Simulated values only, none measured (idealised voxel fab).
process module | voxel plated lines
Cross-section cut: width 240 nm, square cells of 5 nm.
Cross-section = grid of square cells, listed top down in bands; band = one or more rows. Each band's line starts with the height of the band's top and of its bottom, in nm. Then come its materials from left to right, each with its width in nm. One material with "edge to edge" fills the band from edge to edge. "air" is empty space. Basically, 0 is our baseline, since under it the wafer straight out of the box is all one material. The bottom band has no lower end and keeps on going down, so it looks like "0 nm and below". So if you see something like "30 to 40" for the width, read it as the top row of the band sitting at the first number and the bottom row at the second, with every row in between moving by the same amount as the last. Key: "nothing different" - step with no changed cell in the cross-section. In the "Enclosed cavity list" entry, you get each enclosed empty space of 8 cells or more, one with no open way to the top, written width x height at distance, distance from the left edge, in nm. Anything after a step's settings on that line? It's the simulator's own note about the step. The optional step-line setting "overlay nm" applies to steps with a mask and quantifies how far to the right of its planned location the mask lay, a negative value indicating leftward placement.

# Set out below are the planned steps of the process
step 1: op RECEIVE | material Si
step 2: op CONFORMAL_DEP | material SiO2 | thk nm 5
step 3: op DIRECTIONAL_DEP | material TiN | thk nm 5
step 4: op PATTERN | tone open | mask id LINES | material resist | width nm 25 | pitch nm 50 | thk nm 25 | overlay nm 0
step 5: op EPI | material Ru | thk nm 5
step 6: op EPI | material Ru | thk nm 10
step 7: op STRIP | etch materials resist
step 8: op DIRECTIONAL_ETCH | etch materials TiN | depth nm 5
step 9: op CONFORMAL_DEP | material SiCN | thk nm 5

# The first of a set of two wafers, run to plan

# This is the cross-section of the wafer as we received it, i.e. after step 1
0 nm and below = Si edge to edge
Enclosed cavity list: none

# Cross-section through the wafer, step 2 finished
5 nm to 0 nm = SiO2 edge to edge
Whatever lies below 0 is exactly as it was before.

# Cross-section through the wafer, step 3 finished
10 nm to 5 nm = TiN edge to edge
Whatever lies below 5 is exactly as it was before.

# Cross-section through the wafer, step 4 finished
35 nm to 10 nm = resist=55 / air=25 / resist=25 / air=25 / resist=25 / air=25 / resist=60
Whatever lies below 10 is exactly as it was before.

# Cross-section through the wafer, step 5 finished
35 nm to 15 nm = resist=55 / air=25 / resist=25 / air=25 / resist=25 / air=25 / resist=60
15 nm to 10 nm = resist=55 / Ru=25 / resist=25 / Ru=25 / resist=25 / Ru=25 / resist=60
Whatever lies below 10 is exactly as it was before.

# Cross-section through the wafer, step 6 finished
35 nm to 25 nm = resist=55 / air=25 / resist=25 / air=25 / resist=25 / air=25 / resist=60
25 nm to 10 nm = resist=55 / Ru=25 / resist=25 / Ru=25 / resist=25 / Ru=25 / resist=60
Whatever lies below 10 is exactly as it was before.

# Cross-section through the wafer, step 7 finished
25 nm to 10 nm = air=55 / Ru=25 / air=25 / Ru=25 / air=25 / Ru=25 / air=60
Whatever lies below 10 is exactly as it was before.

# Cross-section through the wafer, step 8 finished
25 nm to 10 nm = air=55 / Ru=25 / air=25 / Ru=25 / air=25 / Ru=25 / air=60
10 nm to 5 nm = air=55 / TiN=25 / air=25 / TiN=25 / air=25 / TiN=25 / air=60
Whatever lies below 5 is exactly as it was before.

# Cross-section through the wafer, step 9 finished
30 nm to 25 nm = air=50 / SiCN=35 / air=15 / SiCN=35 / air=15 / SiCN=35 / air=55
25 nm to 10 nm = air=50 / SiCN=5 / Ru=25 / SiCN=5 / air=15 / SiCN=5 / Ru=25 / SiCN=5 / air=15 / SiCN=5 / Ru=25 / SiCN=5 / air=55
10 nm to 5 nm = SiCN=55 / TiN=25 / SiCN=25 / TiN=25 / SiCN=25 / TiN=25 / SiCN=60
Whatever lies below 5 is exactly as it was before.

# The second wafer was prepared from the same starting point and under the same plan as the first; its processing contained one mistake, and it remains indistinguishable from the first wafer up to and including step 3

# Second wafer, cut view, end of step 4 per plan
15 nm to 10 nm = Ru edge to edge
Whatever lies below 10 is exactly as it was before.

# Second wafer, cut view, end of step 5 per plan
40 nm to 15 nm = resist=55 / air=25 / resist=25 / air=25 / resist=25 / air=25 / resist=60
Whatever lies below 15 is exactly as it was before.

# Second wafer, cut view, end of step 6 per plan
40 nm to 25 nm = resist=55 / air=25 / resist=25 / air=25 / resist=25 / air=25 / resist=60
25 nm to 15 nm = resist=55 / Ru=25 / resist=25 / Ru=25 / resist=25 / Ru=25 / resist=60
Whatever lies below 15 is exactly as it was before.

# Second wafer, cut view, end of step 7 per plan
25 nm to 15 nm = air=55 / Ru=25 / air=25 / Ru=25 / air=25 / Ru=25 / air=60
Whatever lies below 15 is exactly as it was before.

Second wafer, cut view, end of step 8 per plan: nothing different

# Second wafer, cut view, end of step 9 per plan
30 nm to 25 nm = air=50 / SiCN=35 / air=15 / SiCN=35 / air=15 / SiCN=35 / air=55
25 nm to 20 nm = air=50 / SiCN=5 / Ru=25 / SiCN=5 / air=15 / SiCN=5 / Ru=25 / SiCN=5 / air=15 / SiCN=5 / Ru=25 / SiCN=5 / air=55
20 nm to 15 nm = SiCN=55 / Ru=25 / SiCN=25 / Ru=25 / SiCN=25 / Ru=25 / SiCN=60
Whatever lies below 15 is exactly as it was before.
The mistake made against the process plan was this: transposition of steps 4 and 5 relative to the planned sequence
Heads up, by the end the second wafer has more or fewer cells of some materials compared to the first: Ru +33 | SiCN -12 | TiN +33
